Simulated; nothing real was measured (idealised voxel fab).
process module | voxel wiring stack
cross-section cut | 275 nm wide | cells 5 nm
A cross-section is a grid of square cells, given in bands from the top down. A band is one or more rows of cells.
Each band's line starts with the height of the band's top and of its bottom, in nm. Then come its materials from left to right, each with its width in nm. One material with "throughout" fills the band from edge to edge. "air" is empty space.
Height 0 is the level under which the wafer as received is all one material. The lowest band goes on downwards, as in "0 down".
A width such as "30 to 40" changes by the same amount from each row of cells to the next, from the band's top row to its bottom row.
"no change" after a step means that no cell of the cross-section changed.
closed voids: empty space of 8 cells or more with no open way to the top, each as width x height at its distance from the left edge, in nm
after a step's settings: what the simulator itself notes on the step
overlay nm, on a step with a mask: how far to the right of its planned place the mask lay; to the left if negative
plan
1 op RECEIVE | material Si
2 op CONFORMAL_DEP | material SiO2 | thk nm 10
3 op CONFORMAL_DEP | material SiN | thk nm 5
4 op DIRECTIONAL_DEP | material lowk | thk nm 15
5 op MASKED_ETCH | tone open | mask id METAL_1 | width nm 30 | pitch nm 60 | etch materials lowk | depth nm 15 | overlay nm 0
6 op MASKED_ETCH | tone open | mask id METAL_1 | width nm 30 | pitch nm 60 | etch materials SiN | depth nm 5 | overlay nm 0
7 op CONFORMAL_DEP | material TiN | thk nm 5
8 op FILL_DEP | material W | thk nm 10
9 op CMP | height nm 30
10 op CONFORMAL_DEP | material SiCN | thk nm 5
11 op DIRECTIONAL_DEP | material lowk | thk nm 10
12 op DIRECTIONAL_DEP | material aC | thk nm 15
13 op PATTERN | tone open | mask id PLUG_1 | material resist | width nm 15 | pitch nm 120 | thk nm 35 | overlay nm 0
14 op DIRECTIONAL_ETCH | etch materials aC | depth nm 15
15 op STRIP | etch materials resist
16 op DIRECTIONAL_ETCH | etch materials lowk | depth nm 10
17 op DIRECTIONAL_ETCH | etch materials SiCN | depth nm 5
18 op STRIP | etch materials aC
19 op CONFORMAL_DEP | material TiN | thk nm 5
20 op FILL_DEP | material Ru | thk nm 5
21 op CMP | height nm 45
22 op DIRECTIONAL_DEP | material TiN | thk nm 5
23 op DIRECTIONAL_DEP | material W | thk nm 15
24 op MASKED_ETCH | tone cover | mask id METAL_2 | width nm 30 | pitch nm 60 | etch materials W | depth nm 15 | overlay nm 0
25 op MASKED_ETCH | tone cover | mask id METAL_2 | width nm 30 | pitch nm 60 | etch materials TiN | depth nm 5 | overlay nm 0
26 op CONFORMAL_DEP | material SiCN | thk nm 5
27 op FILL_DEP | material SiO2 | thk nm 5
28 op CMP | height nm 65
29 op CONFORMAL_DEP | material SiCN | thk nm 5
30 op DIRECTIONAL_DEP | material SiO2 | thk nm 25
31 op DIRECTIONAL_DEP | material aC | thk nm 15
32 op PATTERN | tone open | mask id METAL_3_HOLES | material resist | width nm 15 | pitch nm 60 | thk nm 35 | overlay nm 0
33 op DIRECTIONAL_ETCH | etch materials aC | depth nm 15
34 op STRIP | etch materials resist
35 op DIRECTIONAL_ETCH | etch materials SiO2 | depth nm 25
36 op STRIP | etch materials aC
37 op DIRECTIONAL_DEP | material aC | thk nm 10
38 op PATTERN | tone open | mask id METAL_3 | material resist | width nm 30 | pitch nm 60 | thk nm 30 | overlay nm 0
39 op DIRECTIONAL_ETCH | etch materials aC | depth nm 10
40 op STRIP | etch materials resist
41 op DIRECTIONAL_ETCH | etch materials SiO2 | depth nm 15
42 op DIRECTIONAL_ETCH | etch materials SiCN | depth nm 5
43 op STRIP | etch materials aC
44 op CONFORMAL_DEP | material TiN | thk nm 5
45 op FILL_DEP | material Cu | thk nm 5
46 op CMP | height nm 95
47 op CONFORMAL_DEP | material SiCN | thk nm 5
as received, after step 1
  0 down: Si throughout
  closed voids: none
first wafer at the end, as planned
  100 to 95: SiCN throughout
  95 to 85: SiO2 30 | TiN 5 | Cu 20 | TiN 5 | SiO2 30 | TiN 5 | Cu 20 | TiN 5 | SiO2 30 | TiN 5 | Cu 20 | TiN 5 | SiO2 30 | TiN 5 | Cu 20 | TiN 5 | SiO2 35
  85 to 80: SiO2 30 | TiN 5 | Cu 5 | TiN 20 | SiO2 30 | TiN 5 | Cu 5 | TiN 20 | SiO2 30 | TiN 5 | Cu 5 | TiN 20 | SiO2 30 | TiN 5 | Cu 5 | TiN 20 | SiO2 35
  80 to 70: SiO2 30 | TiN 5 | Cu 5 | TiN 5 | SiO2 45 | TiN 5 | Cu 5 | TiN 5 | SiO2 45 | TiN 5 | Cu 5 | TiN 5 | SiO2 45 | TiN 5 | Cu 5 | TiN 5 | SiO2 50
  70 to 65: SiCN 30 | TiN 15 | SiCN 45 | TiN 15 | SiCN 45 | TiN 15 | SiCN 45 | TiN 15 | SiCN 50
  65 to 50: SiO2 25 | SiCN 5 | W 30 | SiCN 5 | SiO2 20 | SiCN 5 | W 30 | SiCN 5 | SiO2 20 | SiCN 5 | W 30 | SiCN 5 | SiO2 20 | SiCN 5 | W 30 | SiCN 5 | SiO2 30
  50 to 45: SiCN 30 | TiN 30 | SiCN 30 | TiN 30 | SiCN 30 | TiN 30 | SiCN 30 | TiN 30 | SiCN 35
  45 to 35: lowk 30 | TiN 5 | Ru 5 | TiN 5 | lowk 105 | TiN 5 | Ru 5 | TiN 5 | lowk 110
  35 to 30: SiCN 30 | TiN 15 | SiCN 105 | TiN 15 | SiCN 110
  30 to 15: lowk 30 | TiN 5 | W 20 | TiN 5 | lowk 30 | TiN 5 | W 20 | TiN 5 | lowk 30 | TiN 5 | W 20 | TiN 5 | lowk 30 | TiN 5 | W 20 | TiN 5 | lowk 35
  15 to 10: SiN 30 | TiN 30 | SiN 30 | TiN 30 | SiN 30 | TiN 30 | SiN 30 | TiN 30 | SiN 35
  10 to 0: SiO2 throughout
  0 down: Si throughout
  closed voids: none
second wafer at the end: like start, like plan, one mistake
  100 to 95: SiCN throughout
  95 to 85: SiO2 30 | TiN 5 | Cu 20 | TiN 5 | SiO2 30 | TiN 5 | Cu 20 | TiN 5 | SiO2 30 | TiN 5 | Cu 20 | TiN 5 | SiO2 30 | TiN 5 | Cu 20 | TiN 5 | SiO2 35
  85 to 80: SiO2 30 | TiN 5 | Cu 5 | TiN 20 | SiO2 30 | TiN 5 | Cu 5 | TiN 20 | SiO2 30 | TiN 5 | Cu 5 | TiN 20 | SiO2 30 | TiN 5 | Cu 5 | TiN 20 | SiO2 35
  80 to 70: SiO2 30 | TiN 5 | Cu 5 | TiN 5 | SiO2 45 | TiN 5 | Cu 5 | TiN 5 | SiO2 45 | TiN 5 | Cu 5 | TiN 5 | SiO2 45 | TiN 5 | Cu 5 | TiN 5 | SiO2 50
  70 to 65: SiCN 30 | TiN 15 | SiCN 45 | TiN 15 | SiCN 45 | TiN 15 | SiCN 45 | TiN 15 | SiCN 50
  65 to 55: SiO2 35 | SiCN 5 | W 30 | SiCN 5 | SiO2 20 | SiCN 5 | W 30 | SiCN 5 | SiO2 20 | SiCN 5 | W 30 | SiCN 5 | SiO2 20 | SiCN 5 | W 30 | SiCN 5 | SiO2 20
  55 to 50: SiO2 25 | SiCN 15 | W 30 | SiCN 5 | SiO2 10 | SiCN 15 | W 30 | SiCN 5 | SiO2 10 | SiCN 15 | W 30 | SiCN 5 | SiO2 10 | SiCN 15 | W 30 | SiCN 5 | SiO2 20
  50 to 45: SiCN 30 | TiN 40 | SiCN 20 | TiN 40 | SiCN 20 | TiN 40 | SiCN 20 | TiN 40 | SiCN 25
  45 to 35: lowk 30 | TiN 5 | Ru 5 | TiN 5 | lowk 105 | TiN 5 | Ru 5 | TiN 5 | lowk 110
  35 to 30: SiCN 30 | TiN 15 | SiCN 105 | TiN 15 | SiCN 110
  30 to 15: lowk 30 | TiN 5 | W 20 | TiN 5 | lowk 30 | TiN 5 | W 20 | TiN 5 | lowk 30 | TiN 5 | W 20 | TiN 5 | lowk 30 | TiN 5 | W 20 | TiN 5 | lowk 35
  15 to 10: SiN 30 | TiN 30 | SiN 30 | TiN 30 | SiN 30 | TiN 30 | SiN 30 | TiN 30 | SiN 35
  10 to 0: SiO2 throughout
  0 down: Si throughout
  closed voids: none
what went wrong: step 24 ran as: op MASKED_ETCH | tone cover | mask id METAL_2 | width nm 30 | pitch nm 60 | etch materials W | depth nm 15 | overlay nm 10
at the end the second wafer has, in cells: 8 fewer of SiO2 | 8 more of TiN
